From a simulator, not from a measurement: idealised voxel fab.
Process module heading - voxel lift off
155 nm wide, 5 nm square cells: that's cross-section cut.
A cross-section is written here as square cells arranged in a grid, and it is given in bands from the top down, each band taking up one or more rows of cells.
For a band, the entry starts with two heights in nm, that of the top and then that of the bottom, and carries on with the band's materials in order from left to right, each alongside its width in nm; the word "everywhere" beside a single material means it fills the band edge to edge, and "air" means empty space.
The level at which height equals 0 is the one under which the wafer, as it arrives, is entirely one material. No lower edge exists for the bottom band, which continues downward and is notated as in "0 down".
A width such as "30->40" changes by the same amount from each row of cells to the next, from the band's top row to its bottom row.
Where a step carries "identical to before", the cross-section came out of it unchanged, cell for cell.
Heads up: "Voids, enclosed" only lists the empty pockets with no open path to the top that are 8 cells or more, and it writes them as width x height at distance, distance from the left edge, in nm.
The remark found on a step's line after its settings is issued by the simulator itself and pertains to that step.
overlay nm: mask right of planned place by this much (step with mask). Neg. = left.
THESE ARE THE STEPS WE PLANNED FOR THE PROCESS
1 RECEIVE | material Si
2 CONFORMAL_DEP | material Al2O3 | thk nm 15
3 PATTERN | tone open | mask id LINES | material resist | width nm 15 | pitch nm 40 | thk nm 25 | overlay nm 0
4 DIRECTIONAL_DEP | material Ru | thk nm 15
5 STRIP | etch materials resist
6 CONFORMAL_DEP | material SiO2 | thk nm 5
THE FIRST OF TWO WAFERS, RUN AS PLANNED
CROSS-SECTION OF THE WAFER AT RECEIPT, WHICH IS THE CONDITION AFTER STEP 1
	0 down = Si everywhere
	Voids, enclosed: none
STEP 2 COMPLETE: CROSS-SECTION THROUGH THE WAFER
	15 to 0 = Al2O3 everywhere
	below 0: unchanged
STEP 3 COMPLETE: CROSS-SECTION THROUGH THE WAFER
	40 to 15 = 30 of resist, then 15 of air, then 25 of resist, then 15 of air, then 25 of resist, then 15 of air, then 30 of resist
	below 15: unchanged
STEP 4 COMPLETE: CROSS-SECTION THROUGH THE WAFER
	55 to 40 = 30 of Ru, then 15 of air, then 25 of Ru, then 15 of air, then 25 of Ru, then 15 of air, then 30 of Ru
	40 to 30 = 30 of resist, then 15 of air, then 25 of resist, then 15 of air, then 25 of resist, then 15 of air, then 30 of resist
	30 to 15 = 30 of resist, then 15 of Ru, then 25 of resist, then 15 of Ru, then 25 of resist, then 15 of Ru, then 30 of resist
	below 15: unchanged
STEP 5 COMPLETE: CROSS-SECTION THROUGH THE WAFER
	30 to 15 = 30 of air, then 15 of Ru, then 25 of air, then 15 of Ru, then 25 of air, then 15 of Ru, then 30 of air
	below 15: unchanged
STEP 6 COMPLETE: CROSS-SECTION THROUGH THE WAFER
	35 to 30 = 25 of air, then 25 of SiO2, then 15 of air, then 25 of SiO2, then 15 of air, then 25 of SiO2, then 25 of air
	30 to 20 = 25 of air, then 5 of SiO2, then 15 of Ru, then 5 of SiO2, then 15 of air, then 5 of SiO2, then 15 of Ru, then 5 of SiO2, then 15 of air, then 5 of SiO2, then 15 of Ru, then 5 of SiO2, then 25 of air
	20 to 15 = 30 of SiO2, then 15 of Ru, then 25 of SiO2, then 15 of Ru, then 25 of SiO2, then 15 of Ru, then 30 of SiO2
	below 15: unchanged
WAFER TWO OF TWO - SAME STARTING POINT, SAME PROCESS PLAN, ONE MISTAKE IN EXECUTION; MATCHES WAFER ONE UP TO AND INCLUDING STEP 2
LOOK AT THE SECOND WAFER IN CROSS-SECTION AT THE TIME STEP 3 OUGHT TO HAVE FINISHED
	40 to 15 = 30 of air, then 15 of resist, then 25 of air, then 15 of resist, then 25 of air, then 15 of resist, then 30 of air
	below 15: unchanged
LOOK AT THE SECOND WAFER IN CROSS-SECTION AT THE TIME STEP 4 OUGHT TO HAVE FINISHED
	55 to 40 = 30 of air, then 15 of Ru, then 25 of air, then 15 of Ru, then 25 of air, then 15 of Ru, then 30 of air
	40 to 30 = 30 of air, then 15 of resist, then 25 of air, then 15 of resist, then 25 of air, then 15 of resist, then 30 of air
	30 to 15 = 30 of Ru, then 15 of resist, then 25 of Ru, then 15 of resist, then 25 of Ru, then 15 of resist, then 30 of Ru
	below 15: unchanged
LOOK AT THE SECOND WAFER IN CROSS-SECTION AT THE TIME STEP 5 OUGHT TO HAVE FINISHED
	30 to 15 = 30 of Ru, then 15 of air, then 25 of Ru, then 15 of air, then 25 of Ru, then 15 of air, then 30 of Ru
	below 15: unchanged
LOOK AT THE SECOND WAFER IN CROSS-SECTION AT THE TIME STEP 6 OUGHT TO HAVE FINISHED
	35 to 30 = 35 of SiO2, then 5 of air, then 35 of SiO2, then 5 of air, then 35 of SiO2, then 5 of air, then 35 of SiO2
	30 to 20 = 30 of Ru, then 5 of SiO2, then 5 of air, then 5 of SiO2, then 25 of Ru, then 5 of SiO2, then 5 of air, then 5 of SiO2, then 25 of Ru, then 5 of SiO2, then 5 of air, then 5 of SiO2, then 30 of Ru
	20 to 15 = 30 of Ru, then 15 of SiO2, then 25 of Ru, then 15 of SiO2, then 25 of Ru, then 15 of SiO2, then 30 of Ru
	below 15: unchanged
The plan and the run diverged here: rather than as planned, step 3 actually ran as PATTERN | tone cover | mask id LINES | material resist | width nm 15 | pitch nm 40 | thk nm 25 | overlay nm 0
Final comparison by cell count, materials where the second wafer has more or fewer than the first: Ru: 39 more
